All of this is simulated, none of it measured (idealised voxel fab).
Proc. module: voxel transistor to metal
FYI the section here is cut, 200 nm wide, cells are 5 nm squares.
Cross-section layout: square cells on a grid; listed as bands, top to bottom; a band spans one or more cell rows. Band: top and bottom heights (nm) first, top before bottom; then materials from left to right, widths in nm. "throughout" marks a sole material filling the band edge to edge. "air" denotes empty space. All heights in this document are referenced to 0, defined as the level beneath which the wafer, as received, consists entirely of one material. The lowest band is not bounded below; it extends indefinitely downward and is written in the form "z 0 and below". A width such as "30..40" changes by the same amount from each row of cells to the next, from the band's top row to its bottom row. The cross-section has no changed cell in any step marked "no change". Internal closed voids: empty space of 8 cells or more with no open way to the top, each as width x height at its distance from the left edge, in nm. Past the settings on a step's line: simulator remark, on that step. overlay nm: step with mask; distance mask lay right of planned place; negative value = left of planned place.

This section lists the process steps that were planned:
1 RECEIVE: material Si
2 OXIDIZE: depth nm 5
3 CONFORMAL_DEP: material SiN, thk nm 15
4 MASKED_ETCH: tone cover, mask id ACTIVE, width nm 110, etch materials SiN, depth nm 15, overlay nm 0
5 MASKED_ETCH: tone cover, mask id ACTIVE, width nm 110, etch materials SiO2, depth nm 5, overlay nm 0
6 MASKED_ETCH: tone cover, mask id ACTIVE, width nm 110, etch materials Si, depth nm 25, overlay nm 0
7 FILL_DEP: material SiO2, thk nm 5
8 CMP: height nm 15
9 SELECTIVE_ETCH: etch materials SiO2, depth nm 10
10 STRIP: etch materials SiN
11 SELECTIVE_ETCH: etch materials SiO2, depth nm 5
12 OXIDIZE: depth nm 5
13 DIRECTIONAL_DEP: material polySi, thk nm 20
14 DIRECTIONAL_DEP: material SiCN, thk nm 15
15 MASKED_ETCH: tone cover, mask id GATE, width nm 30, etch materials SiCN, depth nm 25, overlay nm 0
16 MASKED_ETCH: tone cover, mask id GATE, width nm 30, etch materials polySi, depth nm 30, overlay nm 0
17 CONFORMAL_DEP: material SiN, thk nm 10
18 DIRECTIONAL_ETCH: etch materials SiN, depth nm 10
19 DIRECTIONAL_ETCH: etch materials SiO2, depth nm 5
20 DIRECTIONAL_ETCH: etch materials Si, depth nm 10
21 EPI: material SiGe, thk nm 10
22 FILL_DEP: material SiO2, thk nm 10
23 CMP: height nm 15
24 STRIP: etch materials polySi
25 SELECTIVE_ETCH: etch materials SiO2, depth nm 5
26 CONFORMAL_DEP: material HfO2, thk nm 5
27 CONFORMAL_DEP: material TiN, thk nm 5
28 FILL_DEP: material W, thk nm 10
29 CMP: height nm 10
30 DIRECTIONAL_DEP: material SiO2, thk nm 15
31 MASKED_ETCH: tone open, mask id CONTACT, width nm 20, pitch nm 80, etch materials SiO2, depth nm 35, overlay nm 0
32 CONFORMAL_DEP: material TiN, thk nm 5
33 FILL_DEP: material W, thk nm 5
34 CMP: height nm 25
35 DIRECTIONAL_DEP: material TiN, thk nm 5
36 DIRECTIONAL_DEP: material W, thk nm 20
37 DIRECTIONAL_DEP: material aC, thk nm 10
38 PATTERN: tone cover, mask id METAL_1, material resist, width nm 20, pitch nm 80, thk nm 25, overlay nm 0
39 DIRECTIONAL_ETCH: etch materials aC, depth nm 10
40 STRIP: etch materials resist
41 DIRECTIONAL_ETCH: etch materials W, depth nm 20
42 DIRECTIONAL_ETCH: etch materials TiN, depth nm 5
43 STRIP: etch materials aC
44 CONFORMAL_DEP: material SiN, thk nm 5
45 FILL_DEP: material SiO2, thk nm 10
46 CMP: height nm 50
47 CONFORMAL_DEP: material SiN, thk nm 5

Cross-section of the wafer as it came to us, i.e., already through step 1:
    z 0 and below | Si throughout
    Internal closed voids: none

Cross-sectional image of the first of two wafers at the end of the module, the run having proceeded as planned:
    z 55 to 50 | SiN throughout
    z 50 to 30 | SiO2: 45, then SiN: 5, then W: 20, then SiN: 5, then SiO2: 50, then SiN: 5, then W: 20, then SiN: 5, then SiO2: 45
    z 30 to 25 | SiN: 50, then TiN: 20, then SiN: 60, then TiN: 20, then SiN: 50
    z 25 to 10 | SiO2: 50, then TiN: 5, then W: 10, then TiN: 5, then SiO2: 60, then TiN: 5, then W: 10, then TiN: 5, then SiO2: 50
    z 10 to 5 | SiO2: 50, then TiN: 5, then W: 10, then TiN: 5, then SiO2: 5, then SiN: 10, then HfO2: 5, then TiN: 5, then W: 10, then TiN: 5, then HfO2: 5, then SiN: 10, then SiO2: 5, then TiN: 5, then W: 10, then TiN: 5, then SiO2: 50
    z 5 to 0 | SiO2: 50, then TiN: 20, then SiO2: 5, then SiN: 10, then HfO2: 5, then TiN: 5, then W: 10, then TiN: 5, then HfO2: 5, then SiN: 10, then SiO2: 5, then TiN: 20, then SiO2: 50
    z 0 to -5 | SiO2: 40, then SiN: 10, then SiGe: 10, then TiN: 5, then SiGe: 10, then SiN: 10, then HfO2: 5, then TiN: 20, then HfO2: 5, then SiN: 10, then SiGe: 10, then TiN: 5, then SiGe: 10, then SiN: 10, then SiO2: 40
    z -5 to -10 | SiO2: 50, then SiGe: 10, then TiN: 5, then SiGe: 10, then SiO2: 5, then HfO2: 40, then SiO2: 5, then SiGe: 10, then TiN: 5, then SiGe: 10, then SiO2: 50
    z -10 to -20 | SiO2: 45, then Si: 5, then SiGe: 25, then Si: 50, then SiGe: 25, then Si: 5, then SiO2: 45
    z -20 to -30 | SiO2: 45, then Si: 110, then SiO2: 45
    z -30 and below | Si throughout
    Internal closed voids: none

Second wafer through the module, sectioned at the end: same beginning and same plan as the first wafer, with one mistake in carrying it out:
    z 55 to 50 | SiN throughout
    z 50 to 30 | SiO2: 45, then SiN: 5, then W: 20, then SiN: 5, then SiO2: 50, then SiN: 5, then W: 20, then SiN: 5, then SiO2: 45
    z 30 to 25 | SiN: 50, then TiN: 20, then SiN: 60, then TiN: 20, then SiN: 50
    z 25 to 10 | SiO2: 50, then TiN: 5, then W: 10, then TiN: 5, then SiO2: 60, then TiN: 5, then W: 10, then TiN: 5, then SiO2: 50
    z 10 to 5 | SiO2: 50, then TiN: 5, then W: 10, then TiN: 5, then SiO2: 5, then SiN: 10, then TiN: 5, then W: 20, then TiN: 5, then SiN: 10, then SiO2: 5, then TiN: 5, then W: 10, then TiN: 5, then SiO2: 50
    z 5 to 0 | SiO2: 50, then TiN: 20, then SiO2: 5, then SiN: 10, then TiN: 5, then W: 20, then TiN: 5, then SiN: 10, then SiO2: 5, then TiN: 20, then SiO2: 50
    z 0 to -5 | SiO2: 40, then SiN: 10, then SiGe: 10, then TiN: 5, then SiGe: 10, then SiN: 10, then TiN: 5, then W: 20, then TiN: 5, then SiN: 10, then SiGe: 10, then TiN: 5, then SiGe: 10, then SiN: 10, then SiO2: 40
    z -5 to -10 | SiO2: 50, then SiGe: 10, then TiN: 5, then SiGe: 10, then SiO2: 5, then TiN: 40, then SiO2: 5, then SiGe: 10, then TiN: 5, then SiGe: 10, then SiO2: 50
    z -10 to -20 | SiO2: 45, then Si: 5, then SiGe: 25, then Si: 50, then SiGe: 25, then Si: 5, then SiO2: 45
    z -20 to -30 | SiO2: 45, then Si: 110, then SiO2: 45
    z -30 and below | Si throughout
    Internal closed voids: none
Deviation noted in wafer processing: step 26 of the plan got skipped, so it never ran
Final difference in cells, second wafer against first, listed per material as more or fewer: 14 fewer of HfO2, 6 more of TiN, 8 more of W
